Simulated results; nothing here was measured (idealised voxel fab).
process module | voxel released beams
cross-section cut | 265 nm wide | cells 5 nm
A cross-section is a grid of square cells, given in bands from the top down. A band is one or more rows of cells.
Each band's line starts with the height of the band's top and of its bottom, in nm. Then come its materials from left to right, each with its width in nm. One material with "throughout" fills the band from edge to edge. "air" is empty space.
Height 0 is the level under which the wafer as received is all one material. The lowest band goes on downwards, as in "0 down".
A width such as "30 to 40" changes by the same amount from each row of cells to the next, from the band's top row to its bottom row.
"no change" after a step means that no cell of the cross-section changed.
closed voids: empty space of 8 cells or more with no open way to the top, each as width x height at its distance from the left edge, in nm
after a step's settings: what the simulator itself notes on the step
overlay nm, on a step with a mask: how far to the right of its planned place the mask lay; to the left if negative
plan
1 op RECEIVE | material Si
2 op CONFORMAL_DEP | material SiN | thk nm 5
3 op DIRECTIONAL_DEP | material SiO2 | thk nm 20
4 op DIRECTIONAL_DEP | material aC | thk nm 10
5 op PATTERN | tone open | mask id ANCHOR | material resist | width nm 25 | thk nm 25 | overlay nm 0
6 op DIRECTIONAL_ETCH | etch materials aC | depth nm 10
7 op STRIP | etch materials resist
8 op DIRECTIONAL_ETCH | etch materials SiO2 | depth nm 20
9 op STRIP | etch materials aC
10 op CONFORMAL_DEP | material W | thk nm 10
11 op MASKED_ETCH | tone cover | mask id BEAM | width nm 95 | etch materials W | depth nm 10 | overlay nm 0
12 op STRIP | etch materials SiO2
as received, after step 1
  0 down: Si throughout
  closed voids: none
first wafer at the end, as planned
  35 to 25: air 80 | W 15 | air 5 | W 75 | air 90
  25 to 15: air 85 | W 10 | air 5 | W 10 | air 155
  15 to 5: air 85 | W 25 | air 155
  5 to 0: SiN throughout
  0 down: Si throughout
  closed voids: none
second wafer at the end: like start, like plan, one mistake
  30 to 20: air 80 | W 15 | air 5 | W 75 | air 90
  20 to 10: air 85 | W 10 | air 5 | W 10 | air 155
  10 to 0: air 85 | W 25 | air 155
  0 down: Si throughout
  closed voids: none
what went wrong: step 2 was left out
at the end the second wafer has, in cells: 53 fewer of SiN
